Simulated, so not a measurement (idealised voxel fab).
Documented hereafter: the process module known as voxel fin reveal.
Shown is cross-section cut, with a width of 170 nm and square cells of size 5 nm.
A cross-section is written here as square cells arranged in a grid, and it is given in bands from the top down, each band taking up one or more rows of cells.
Each band's line starts with the height of the band's top and of its bottom, in nm. Then come its materials from left to right, each with its width in nm. One material with "edge to edge" fills the band from edge to edge. "empty" is empty space.
Counting heights begins at 0, where everything beneath is, in the wafer as received, one material. The lowest band has no bottom; it goes on downwards, as "0 -> down" shows.
Width "30->40": first value at the band's top row of cells, second value at its bottom row, equal change from row to row.
For the purposes of this document, the phrase "remained unchanged" attached to a step denotes that no cell within the cross-section was modified by that step.
"Voids lacking openings": sealed empty spaces, 8 cells or more, no open way to top, listed width x height at distance, with distance from the left edge and width, height and distance in nm.
The remark found on a step's line after its settings is issued by the simulator itself and pertains to that step.
If you see "overlay nm" on a step's line and that step has a mask, it's telling you how far right of where it was planned the mask ended up; a negative number means it went left instead.
Listed below are the process steps as planned:
1 RECEIVE | material Si
2 CONFORMAL_DEP | material SiN | thk nm 5
3 MASKED_ETCH | tone cover | mask id FINS | width nm 15 | pitch nm 35 | etch materials SiN | depth nm 5 | overlay nm 0
4 MASKED_ETCH | tone cover | mask id FINS | width nm 15 | pitch nm 35 | etch materials Si | depth nm 30 | overlay nm 0
5 OXIDIZE | depth nm 5
6 FILL_DEP | material SiO2 | thk nm 5
7 CMP | height nm 5
8 SELECTIVE_ETCH | etch materials SiO2 | depth nm 20
9 STRIP | etch materials SiN
10 CONFORMAL_DEP | material SiO2 | thk nm 5
The first of a set of two wafers, run to plan:
Wafer cross-section on receipt, i.e. after step 1:
    0 -> down: Si edge to edge
    Voids lacking openings: none
You're looking at a cross-section of the wafer after step 2:
    5 -> 0: SiN edge to edge
    Heights below 0 show no change.
You're looking at a cross-section of the wafer after step 3:
    5 -> 0: empty (25); SiN (15); empty (20); SiN (15); empty (20); SiN (15); empty (20); SiN (15); empty (25)
    Heights below 0 show no change.
You're looking at a cross-section of the wafer after step 4:
    5 -> 0: empty (25); SiN (15); empty (20); SiN (15); empty (20); SiN (15); empty (20); SiN (15); empty (25)
    0 -> -30: empty (25); Si (15); empty (20); Si (15); empty (20); Si (15); empty (20); Si (15); empty (25)
    Heights below -30 show no change.
You're looking at a cross-section of the wafer after step 5:
    5 -> 0: empty (25); SiN (15); empty (20); SiN (15); empty (20); SiN (15); empty (20); SiN (15); empty (25)
    0 -> -30: empty (25); SiO2 (5); Si (5); SiO2 (5); empty (20); SiO2 (5); Si (5); SiO2 (5); empty (20); SiO2 (5); Si (5); SiO2 (5); empty (20); SiO2 (5); Si (5); SiO2 (5); empty (25)
    -30 -> -35: SiO2 (30); Si (5); SiO2 (30); Si (5); SiO2 (30); Si (5); SiO2 (30); Si (5); SiO2 (30)
    Heights below -35 show no change.
You're looking at a cross-section of the wafer after step 6:
    10 -> 5: SiO2 edge to edge
    5 -> 0: SiO2 (25); SiN (15); SiO2 (20); SiN (15); SiO2 (20); SiN (15); SiO2 (20); SiN (15); SiO2 (25)
    0 -> -35: SiO2 (30); Si (5); SiO2 (30); Si (5); SiO2 (30); Si (5); SiO2 (30); Si (5); SiO2 (30)
    Heights below -35 show no change.
You're looking at a cross-section of the wafer after step 7:
    5 -> 0: SiO2 (25); SiN (15); SiO2 (20); SiN (15); SiO2 (20); SiN (15); SiO2 (20); SiN (15); SiO2 (25)
    Heights below 0 show no change.
You're looking at a cross-section of the wafer after step 8:
    5 -> 0: empty (25); SiN (15); empty (20); SiN (15); empty (20); SiN (15); empty (20); SiN (15); empty (25)
    0 -> -15: empty (30); Si (5); empty (30); Si (5); empty (30); Si (5); empty (30); Si (5); empty (30)
    Heights below -15 show no change.
You're looking at a cross-section of the wafer after step 9:
    0 -> -15: empty (30); Si (5); empty (30); Si (5); empty (30); Si (5); empty (30); Si (5); empty (30)
    Heights below -15 show no change.
You're looking at a cross-section of the wafer after step 10:
    5 -> 0: empty (25); SiO2 (15); empty (20); SiO2 (15); empty (20); SiO2 (15); empty (20); SiO2 (15); empty (25)
    0 -> -10: empty (25); SiO2 (5); Si (5); SiO2 (5); empty (20); SiO2 (5); Si (5); SiO2 (5); empty (20); SiO2 (5); Si (5); SiO2 (5); empty (20); SiO2 (5); Si (5); SiO2 (5); empty (25)
    -10 -> -35: SiO2 (30); Si (5); SiO2 (30); Si (5); SiO2 (30); Si (5); SiO2 (30); Si (5); SiO2 (30)
    Heights below -35 show no change.
Companion wafer, the second of two: same beginning, same intended sequence, one mistake in carrying it out; through step 8 inclusive it tracks the first exactly:
At the planned end of step 9, the second wafer in cross-section:
    5 -> 0: empty (25); SiN (15); empty (20); SiN (15); empty (20); SiN (15); empty (20); SiN (15); empty (25)
    0 -> -35: empty (30); Si (5); empty (30); Si (5); empty (30); Si (5); empty (30); Si (5); empty (30)
    Heights below -35 show no change.
At the planned end of step 10, the second wafer in cross-section:
    10 -> 5: empty (20); SiO2 (25); empty (10); SiO2 (25); empty (10); SiO2 (25); empty (10); SiO2 (25); empty (20)
    5 -> 0: empty (20); SiO2 (5); SiN (15); SiO2 (5); empty (10); SiO2 (5); SiN (15); SiO2 (5); empty (10); SiO2 (5); SiN (15); SiO2 (5); empty (10); SiO2 (5); SiN (15); SiO2 (5); empty (20)
    0 -> -5: empty (20); SiO2 (10); Si (5); SiO2 (10); empty (10); SiO2 (10); Si (5); SiO2 (10); empty (10); SiO2 (10); Si (5); SiO2 (10); empty (10); SiO2 (10); Si (5); SiO2 (10); empty (20)
    -5 -> -30: empty (25); SiO2 (5); Si (5); SiO2 (5); empty (20); SiO2 (5); Si (5); SiO2 (5); empty (20); SiO2 (5); Si (5); SiO2 (5); empty (20); SiO2 (5); Si (5); SiO2 (5); empty (25)
    -30 -> -35: SiO2 (30); Si (5); SiO2 (30); Si (5); SiO2 (30); Si (5); SiO2 (30); Si (5); SiO2 (30)
    Heights below -35 show no change.
In executing the process, a mistake was made relative to the plan: step 9 did not use the planned setting and instead ran as STRIP | etch materials SiO2
Heads up, by the end the second wafer has more or fewer cells of some materials compared to the first: +12 SiN | -64 SiO2
